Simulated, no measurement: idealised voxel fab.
process module | voxel tone inversion
cross-section cut | 225 nm wide | cells 5 nm
A cross-section is a grid of square cells, given in bands from the top down. A band is one or more rows of cells.
Each band's line starts with the height of the band's top and of its bottom, in nm. Then come its materials from left to right, each with its width in nm. One material with "throughout" fills the band from edge to edge. "air" is empty space.
Height 0 is the level under which the wafer as received is all one material. The lowest band goes on downwards, as in "0 down".
A width such as "30 to 40" changes by the same amount from each row of cells to the next, from the band's top row to its bottom row.
"no change" after a step means that no cell of the cross-section changed.
closed voids: empty space of 8 cells or more with no open way to the top, each as width x height at its distance from the left edge, in nm
after a step's settings: what the simulator itself notes on the step
overlay nm, on a step with a mask: how far to the right of its planned place the mask lay; to the left if negative
plan
1 op RECEIVE | material Si
2 op CONFORMAL_DEP | material SiCN | thk nm 5
3 op DIRECTIONAL_DEP | material polySi | thk nm 15
4 op PATTERN | tone cover | mask id POSTS | material resist | width nm 25 | pitch nm 50 | thk nm 20 | overlay nm 0
5 op DIRECTIONAL_ETCH | etch materials polySi | depth nm 5
6 op STRIP | etch materials resist
7 op FILL_DEP | material lowk | thk nm 10
8 op CMP | height nm 20
9 op STRIP | etch materials polySi
varied across the wafers: depth nm of step 5. The plan shows the first wafer's value. All wafers start alike
first wafer as received, after step 1
  0 down: Si throughout
  closed voids: none
first wafer at the end, after step 9
  5 to 0: SiCN throughout
  0 down: Si throughout
  closed voids: none
last wafer at the end
  20 to 5: lowk 25 | air 25 | lowk 25 | air 25 | lowk 25 | air 25 | lowk 25 | air 25 | lowk 25
  5 to 0: SiCN throughout
  0 down: Si throughout
  closed voids: none
each wafer at the end: cells of each material gained (+) or lost (-) since it was received, then its closed voids
depth nm 5 | +45 SiCN | closed voids: none
depth nm 10 | +45 SiCN | closed voids: none
depth nm 15 | +45 SiCN | +75 lowk | closed voids: none
depth nm 20 | +45 SiCN | +75 lowk | closed voids: none
depth nm 25 | +45 SiCN | +75 lowk | closed voids: none
depth nm 30 | +45 SiCN | +75 lowk | closed voids: none
